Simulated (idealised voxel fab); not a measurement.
process module | voxel wiring stack
cross-section cut | 255 nm wide | cells 5 nm
A cross-section is a grid of square cells, given in bands from the top down. A band is one or more rows of cells.
Each band's line starts with the height of the band's top and of its bottom, in nm. Then come its materials from left to right, each with its width in nm. One material with "throughout" fills the band from edge to edge. "air" is empty space.
Height 0 is the level under which the wafer as received is all one material. The lowest band goes on downwards, as in "0 down".
A width such as "30 to 40" changes by the same amount from each row of cells to the next, from the band's top row to its bottom row.
"no change" after a step means that no cell of the cross-section changed.
closed voids: empty space of 8 cells or more with no open way to the top, each as width x height at its distance from the left edge, in nm
after a step's settings: what the simulator itself notes on the step
overlay nm, on a step with a mask: how far to the right of its planned place the mask lay; to the left if negative
plan
1 op RECEIVE | material Si
2 op CONFORMAL_DEP | material SiO2 | thk nm 15
3 op CONFORMAL_DEP | material SiN | thk nm 5
4 op DIRECTIONAL_DEP | material SiO2 | thk nm 15
5 op DIRECTIONAL_DEP | material aC | thk nm 15
6 op PATTERN | tone open | mask id METAL_1 | material resist | width nm 20 | pitch nm 35 | thk nm 35 | overlay nm 0
7 op DIRECTIONAL_ETCH | etch materials aC | depth nm 15
8 op STRIP | etch materials resist
9 op DIRECTIONAL_ETCH | etch materials SiO2 | depth nm 15
10 op DIRECTIONAL_ETCH | etch materials SiN | depth nm 5
11 op STRIP | etch materials aC
12 op CONFORMAL_DEP | material TiN | thk nm 5
13 op FILL_DEP | material W | thk nm 10
14 op CMP | height nm 35
15 op CONFORMAL_DEP | material SiCN | thk nm 5
16 op DIRECTIONAL_DEP | material SiO2 | thk nm 15
17 op PATTERN | tone open | mask id PLUG_1 | material resist | width nm 15 | pitch nm 70 | thk nm 20 | overlay nm 0
18 op DIRECTIONAL_ETCH | etch materials SiO2 | depth nm 15
19 op DIRECTIONAL_ETCH | etch materials SiCN | depth nm 5
20 op STRIP | etch materials resist
21 op CONFORMAL_DEP | material TiN | thk nm 5
22 op FILL_DEP | material Ru | thk nm 10
23 op CMP | height nm 55
24 op DIRECTIONAL_DEP | material TiN | thk nm 5
25 op DIRECTIONAL_DEP | material Ru | thk nm 15
26 op MASKED_ETCH | tone cover | mask id METAL_2 | width nm 20 | pitch nm 35 | etch materials Ru | depth nm 15 | overlay nm 0
27 op MASKED_ETCH | tone cover | mask id METAL_2 | width nm 20 | pitch nm 35 | etch materials TiN | depth nm 5 | overlay nm 0
28 op FILL_DEP | material SiO2 | thk nm 5
29 op CMP | height nm 75
30 op CONFORMAL_DEP | material SiCN | thk nm 5
31 op DIRECTIONAL_DEP | material SiO2 | thk nm 30
32 op DIRECTIONAL_DEP | material aC | thk nm 10
33 op PATTERN | tone open | mask id METAL_3 | material resist | width nm 20 | pitch nm 35 | thk nm 30 | overlay nm 0
34 op DIRECTIONAL_ETCH | etch materials aC | depth nm 10
35 op STRIP | etch materials resist
36 op DIRECTIONAL_ETCH | etch materials SiO2 | depth nm 20
37 op STRIP | etch materials aC
38 op PATTERN | tone open | mask id METAL_3_HOLES | material resist | width nm 15 | pitch nm 70 | thk nm 20 | overlay nm 0
39 op DIRECTIONAL_ETCH | etch materials SiO2 | depth nm 10
40 op DIRECTIONAL_ETCH | etch materials SiCN | depth nm 5
41 op STRIP | etch materials resist
42 op CONFORMAL_DEP | material TiN | thk nm 5
43 op FILL_DEP | material Cu | thk nm 5
44 op CMP | height nm 110
45 op CONFORMAL_DEP | material SiN | thk nm 5
as received, after step 1
  0 down: Si throughout
  closed voids: none
first wafer at the end, as planned
  115 to 110: SiN throughout
  110 to 95: SiO2 65 | TiN 5 | Cu 10 | TiN 5 | SiO2 15 | TiN 5 | Cu 10 | TiN 5 | SiO2 15 | TiN 5 | Cu 10 | TiN 5 | SiO2 15 | TiN 5 | Cu 10 | TiN 5 | SiO2 65
  95 to 90: SiO2 65 | TiN 5 | Cu 5 | TiN 10 | SiO2 15 | TiN 20 | SiO2 15 | TiN 5 | Cu 5 | TiN 10 | SiO2 15 | TiN 20 | SiO2 65
  90 to 80: SiO2 65 | TiN 5 | Cu 5 | TiN 5 | SiO2 55 | TiN 5 | Cu 5 | TiN 5 | SiO2 105
  80 to 75: SiCN 65 | TiN 15 | SiCN 55 | TiN 15 | SiCN 105
  75 to 60: SiO2 65 | Ru 20 | SiO2 15 | Ru 20 | SiO2 15 | Ru 20 | SiO2 15 | Ru 20 | SiO2 65
  60 to 55: SiO2 65 | TiN 20 | SiO2 15 | TiN 20 | SiO2 15 | TiN 20 | SiO2 15 | TiN 20 | SiO2 65
  55 to 40: SiO2 65 | TiN 5 | Ru 5 | TiN 5 | SiO2 55 | TiN 5 | Ru 5 | TiN 5 | SiO2 105
  40 to 35: SiCN 65 | TiN 15 | SiCN 55 | TiN 15 | SiCN 105
  35 to 20: SiO2 65 | TiN 5 | W 10 | TiN 5 | SiO2 15 | TiN 5 | W 10 | TiN 5 | SiO2 15 | TiN 5 | W 10 | TiN 5 | SiO2 15 | TiN 5 | W 10 | TiN 5 | SiO2 65
  20 to 15: SiN 65 | TiN 20 | SiN 15 | TiN 20 | SiN 15 | TiN 20 | SiN 15 | TiN 20 | SiN 65
  15 to 0: SiO2 throughout
  0 down: Si throughout
  closed voids: none
second wafer at the end: like start, like plan, one mistake
  115 to 110: SiN throughout
  110 to 95: SiO2 65 | TiN 5 | Cu 10 | TiN 5 | SiO2 15 | TiN 5 | Cu 10 | TiN 5 | SiO2 15 | TiN 5 | Cu 10 | TiN 5 | SiO2 15 | TiN 5 | Cu 10 | TiN 5 | SiO2 65
  95 to 90: SiO2 65 | TiN 5 | Cu 10 | TiN 5 | SiO2 15 | TiN 20 | SiO2 15 | TiN 5 | Cu 10 | TiN 5 | SiO2 15 | TiN 20 | SiO2 65
  90 to 80: SiO2 65 | TiN 5 | Cu 10 | TiN 5 | SiO2 50 | TiN 5 | Cu 10 | TiN 5 | SiO2 100
  80 to 75: SiCN 65 | TiN 20 | SiCN 50 | TiN 20 | SiCN 100
  75 to 60: SiO2 65 | Ru 20 | SiO2 15 | Ru 20 | SiO2 15 | Ru 20 | SiO2 15 | Ru 20 | SiO2 65
  60 to 55: SiO2 65 | TiN 20 | SiO2 15 | TiN 20 | SiO2 15 | TiN 20 | SiO2 15 | TiN 20 | SiO2 65
  55 to 40: SiO2 65 | TiN 5 | Ru 5 | TiN 5 | SiO2 55 | TiN 5 | Ru 5 | TiN 5 | SiO2 105
  40 to 35: SiCN 65 | TiN 15 | SiCN 55 | TiN 15 | SiCN 105
  35 to 20: SiO2 65 | TiN 5 | W 10 | TiN 5 | SiO2 15 | TiN 5 | W 10 | TiN 5 | SiO2 15 | TiN 5 | W 10 | TiN 5 | SiO2 15 | TiN 5 | W 10 | TiN 5 | SiO2 65
  20 to 15: SiN 65 | TiN 20 | SiN 15 | TiN 20 | SiN 15 | TiN 20 | SiN 15 | TiN 20 | SiN 65
  15 to 0: SiO2 throughout
  0 down: Si throughout
  closed voids: none
what went wrong: step 38 ran as: op PATTERN | tone open | mask id METAL_3_HOLES | material resist | width nm 20 | pitch nm 70 | thk nm 20 | overlay nm 0
at the end the second wafer has, in cells: 6 more of Cu | 2 fewer of SiCN | 4 fewer of SiO2
